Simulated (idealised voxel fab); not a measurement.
Proc. module: voxel capacitor over wiring
Each square cell in cross-section cut measures 5 nm, and the section as a whole is 300 nm wide.
Throughout this document, each cross-section is represented as a grid of square cells and is presented as a sequence of bands enumerated from the top downward, where a band comprises one or more rows of cells.
Within each band entry, the heights of the top and of the bottom of the band appear first, in that order and in nm; the materials of the band then follow from left to right, each with its corresponding width in nm. The designation "throughout" on a single material indicates that it fills the band from edge to edge; the designation "air" indicates empty space.
Note: height 0 marks the level under which the wafer is uniformly one material as received. Lowest band unbounded below, written "0 nm and below".
You'd read "30->40" like this: the band's top row of cells is as wide as the first number, its bottom row is as wide as the second, and going down, every row changes width by the same amount as the row before did.
"nothing different", as given for a step, is the statement that not any cell of the cross-section underwent a change during that step.
You'll see "Enclosed internal cavities" listing empty spaces that have no way open to the top, as long as they're 8 cells or more; the notation is width x height at distance, where the distance is from the left edge, and all of it is in nm.
If you see something after the settings on a step's line, that's the simulator's own remark about that step.
"overlay nm" answers the question of how far to the right of plan the mask lay on a step that has a mask, and when it is negative the answer is to the left.

Process steps (planned)
1 op RECEIVE | material Si
2 op CONFORMAL_DEP | material SiO2 | thk nm 15
3 op CONFORMAL_DEP | material SiN | thk nm 5
4 op DIRECTIONAL_DEP | material lowk | thk nm 20
5 op PATTERN | tone open | mask id METAL_1 | material resist | width nm 20 | pitch nm 90 | thk nm 20 | overlay nm 0
6 op DIRECTIONAL_ETCH | etch materials lowk | depth nm 20
7 op DIRECTIONAL_ETCH | etch materials SiN | depth nm 5
8 op STRIP | etch materials resist
9 op CONFORMAL_DEP | material TiN | thk nm 5
10 op FILL_DEP | material Cu | thk nm 5
11 op CMP | height nm 40
12 op CONFORMAL_DEP | material SiCN | thk nm 5
13 op DIRECTIONAL_DEP | material lowk | thk nm 20
14 op PATTERN | tone open | mask id PLUG_1 | material resist | width nm 15 | thk nm 20 | overlay nm 0
15 op DIRECTIONAL_ETCH | etch materials lowk | depth nm 20
16 op DIRECTIONAL_ETCH | etch materials SiCN | depth nm 5
17 op STRIP | etch materials resist
18 op CONFORMAL_DEP | material TiN | thk nm 5
19 op FILL_DEP | material Ru | thk nm 10
20 op CMP | height nm 65
21 op DIRECTIONAL_DEP | material TiN | thk nm 5
22 op DIRECTIONAL_DEP | material HfO2 | thk nm 5
23 op DIRECTIONAL_DEP | material TiN | thk nm 5
24 op DIRECTIONAL_DEP | material aC | thk nm 15
25 op PATTERN | tone cover | mask id UPPER_PLATE | material resist | width nm 75 | thk nm 35 | overlay nm -15
26 op DIRECTIONAL_ETCH | etch materials aC | depth nm 15
27 op STRIP | etch materials resist
28 op DIRECTIONAL_ETCH | etch materials TiN | depth nm 5
29 op DIRECTIONAL_ETCH | etch materials HfO2 | depth nm 5
30 op STRIP | etch materials aC
31 op MASKED_ETCH | tone cover | mask id LOWER_PLATE | width nm 85 | etch materials TiN | depth nm 5 | overlay nm 0
32 op FILL_DEP | material SiO2 | thk nm 15
33 op CMP | height nm 90
34 op MASKED_ETCH | tone open | mask id PLUG_2 | width nm 15 | etch materials SiO2 | depth nm 10 | overlay nm 0
35 op CONFORMAL_DEP | material TiN | thk nm 5
36 op FILL_DEP | material Cu | thk nm 10
37 op CMP | height nm 90
38 op CONFORMAL_DEP | material SiCN | thk nm 5
The plan's step 25 overlay nm is the first wafer's value; the wafers differ in this setting and start identical.

The first of several wafers as received, shown in cross-section; this is its state after step 1
    0 nm and below | Si throughout
    Enclosed internal cavities: none

Take any row and you have a wafer at the end of the module: how many cells of each material it has gained (+) or lost (-) since it was received, and then its closed voids
overlay nm -15, +17 Cu, +15 HfO2, +4 Ru, +117 SiCN, +52 SiN, +427 SiO2, +72 TiN, +436 lowk, Enclosed internal cavities: none
overlay nm -10, +17 Cu, +15 HfO2, +4 Ru, +117 SiCN, +52 SiN, +427 SiO2, +72 TiN, +436 lowk, Enclosed internal cavities: none
overlay nm -5, +17 Cu, +15 HfO2, +4 Ru, +117 SiCN, +52 SiN, +427 SiO2, +72 TiN, +436 lowk, Enclosed internal cavities: none
overlay nm 0, +17 Cu, +15 HfO2, +4 Ru, +117 SiCN, +52 SiN, +427 SiO2, +72 TiN, +436 lowk, Enclosed internal cavities: none
overlay nm 5, +17 Cu, +15 HfO2, +4 Ru, +117 SiCN, +52 SiN, +427 SiO2, +72 TiN, +436 lowk, Enclosed internal cavities: none
overlay nm 10, +17 Cu, +15 HfO2, +4 Ru, +117 SiCN, +52 SiN, +427 SiO2, +72 TiN, +436 lowk, Enclosed internal cavities: none
overlay nm 15, +17 Cu, +15 HfO2, +4 Ru, +117 SiCN, +52 SiN, +427 SiO2, +72 TiN, +436 lowk, Enclosed internal cavities: none
